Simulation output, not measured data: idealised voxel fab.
process module | voxel gate over fins
We display cut, a cross-section 275 nm in width whose square cells are each 5 nm.
A cross-section is a grid of square cells, given in bands from the top down. A band is one or more rows of cells. For a band, the entry starts with two heights in nm, that of the top and then that of the bottom, and carries on with the band's materials in order from left to right, each alongside its width in nm; the word "all across" beside a single material means it fills the band edge to edge, and "air" means empty space. The level at which height equals 0 is the one under which the wafer, as it arrives, is entirely one material. No lower edge exists for the bottom band, which continues downward and is notated as in "0 down". Width "30..40": first value at the band's top row of cells, second value at its bottom row, equal change from row to row. Step note "stayed the same" = no cross-section cell changed. "Sealed void list" means: voids of 8 cells or more that are shut off from the top with no open way through. Written width x height at distance, distance from the left edge, in nm. The remark found on a step's line after its settings is issued by the simulator itself and pertains to that step. On any step carrying a mask, the "overlay nm" setting, if present on the step's line, tells how far right of its planned place the mask lay; negative values point to the left.
List of planned process steps
1,RECEIVE | material Si
2,CONFORMAL_DEP | material SiN | thk nm 10
3,DIRECTIONAL_DEP | material aC | thk nm 10
4,PATTERN | tone cover | mask id FINS | material resist | width nm 15 | pitch nm 55 | thk nm 25 | overlay nm 0
5,DIRECTIONAL_ETCH | etch materials aC | depth nm 10
6,STRIP | etch materials resist
7,DIRECTIONAL_ETCH | etch materials SiN | depth nm 10
8,DIRECTIONAL_ETCH | etch materials Si | depth nm 40
9,STRIP | etch materials aC
10,OXIDIZE | depth nm 5
11,FILL_DEP | material SiO2 | thk nm 5
12,CMP | height nm 10
13,PATTERN | tone open | mask id RAIL | material resist | width nm 15 | thk nm 15 | overlay nm 0
14,DIRECTIONAL_ETCH | etch materials SiO2 | depth nm 45
15,STRIP | etch materials resist
16,CONFORMAL_DEP | material TiN | thk nm 5
17,FILL_DEP | material W | thk nm 10
18,CMP | height nm 10
19,SELECTIVE_ETCH | etch materials W Ru TiN | depth nm 30
20,FILL_DEP | material SiO2 | thk nm 5
21,CMP | height nm 10
22,SELECTIVE_ETCH | etch materials SiO2 | depth nm 25
23,STRIP | etch materials SiN
24,CONFORMAL_DEP | material HfO2 | thk nm 5
25,CONFORMAL_DEP | material TiN | thk nm 5
26,CONFORMAL_DEP | material TiAl | thk nm 5
27,CONFORMAL_DEP | material TiN | thk nm 5
28,FILL_DEP | material W | thk nm 10
29,CMP | height nm 25
30,CONFORMAL_DEP | material SiN | thk nm 5
Step 1 complete: cross-section of the wafer as received
	0 down | Si all across
	Sealed void list: none
Final wafer profile in cross-section after the module, from the same start and plan as above, with one mistake made during processing
	30 to 25 | SiN all across
	25 to 20 | TiAl all across
	20 to 15 | 60 nm TiAl / 45 nm TiN / 10 nm TiAl / 45 nm TiN / 10 nm TiAl / 45 nm TiN / 60 nm TiAl
	15 to 10 | 60 nm TiAl / 5 nm TiN / 35 nm TiAl / 5 nm TiN / 10 nm TiAl / 5 nm TiN / 35 nm TiAl / 5 nm TiN / 10 nm TiAl / 5 nm TiN / 35 nm TiAl / 5 nm TiN / 60 nm TiAl
	10 to 5 | 60 nm TiAl / 5 nm TiN / 5 nm TiAl / 25 nm TiN / 5 nm TiAl / 5 nm TiN / 10 nm TiAl / 5 nm TiN / 5 nm TiAl / 25 nm TiN / 5 nm TiAl / 5 nm TiN / 10 nm TiAl / 5 nm TiN / 5 nm TiAl / 25 nm TiN / 5 nm TiAl / 5 nm TiN / 60 nm TiAl
	5 to 0 | 65 nm TiN / 5 nm TiAl / 5 nm TiN / 15 nm HfO2 / 5 nm TiN / 5 nm TiAl / 20 nm TiN / 5 nm TiAl / 5 nm TiN / 15 nm HfO2 / 5 nm TiN / 5 nm TiAl / 20 nm TiN / 5 nm TiAl / 5 nm TiN / 15 nm HfO2 / 5 nm TiN / 5 nm TiAl / 65 nm TiN
	0 to -5 | 70 nm TiAl / 5 nm TiN / 5 nm HfO2 / 5 nm Si / 5 nm HfO2 / 5 nm TiN / 30 nm TiAl / 5 nm TiN / 5 nm HfO2 / 5 nm Si / 5 nm HfO2 / 5 nm TiN / 30 nm TiAl / 5 nm TiN / 5 nm HfO2 / 5 nm Si / 5 nm HfO2 / 5 nm TiN / 70 nm TiAl
	-5 to -10 | 75 nm TiN / 5 nm HfO2 / 5 nm Si / 5 nm HfO2 / 40 nm TiN / 5 nm HfO2 / 5 nm Si / 5 nm HfO2 / 40 nm TiN / 5 nm HfO2 / 5 nm Si / 5 nm HfO2 / 75 nm TiN
	-10 to -15 | 80 nm HfO2 / 5 nm Si / 50 nm HfO2 / 5 nm Si / 50 nm HfO2 / 5 nm Si / 80 nm HfO2
	-15 to -20 | 80 nm SiO2 / 5 nm Si / 50 nm SiO2 / 5 nm Si / 50 nm SiO2 / 5 nm Si / 80 nm SiO2
	-20 to -30 | 80 nm SiO2 / 5 nm Si / 15 nm SiO2 / 5 nm TiN / 5 nm W / 5 nm TiN / 20 nm SiO2 / 5 nm Si / 50 nm SiO2 / 5 nm Si / 80 nm SiO2
	-30 to -35 | 80 nm SiO2 / 5 nm Si / 15 nm SiO2 / 15 nm TiN / 20 nm SiO2 / 5 nm Si / 50 nm SiO2 / 5 nm Si / 80 nm SiO2
	-35 to -45 | 80 nm SiO2 / 5 nm Si / 50 nm SiO2 / 5 nm Si / 50 nm SiO2 / 5 nm Si / 80 nm SiO2
	-45 down | Si all across
	Sealed void list: none
Plan not followed: step 28 off recipe, ran as FILL_DEP | material TiAl | thk nm 10
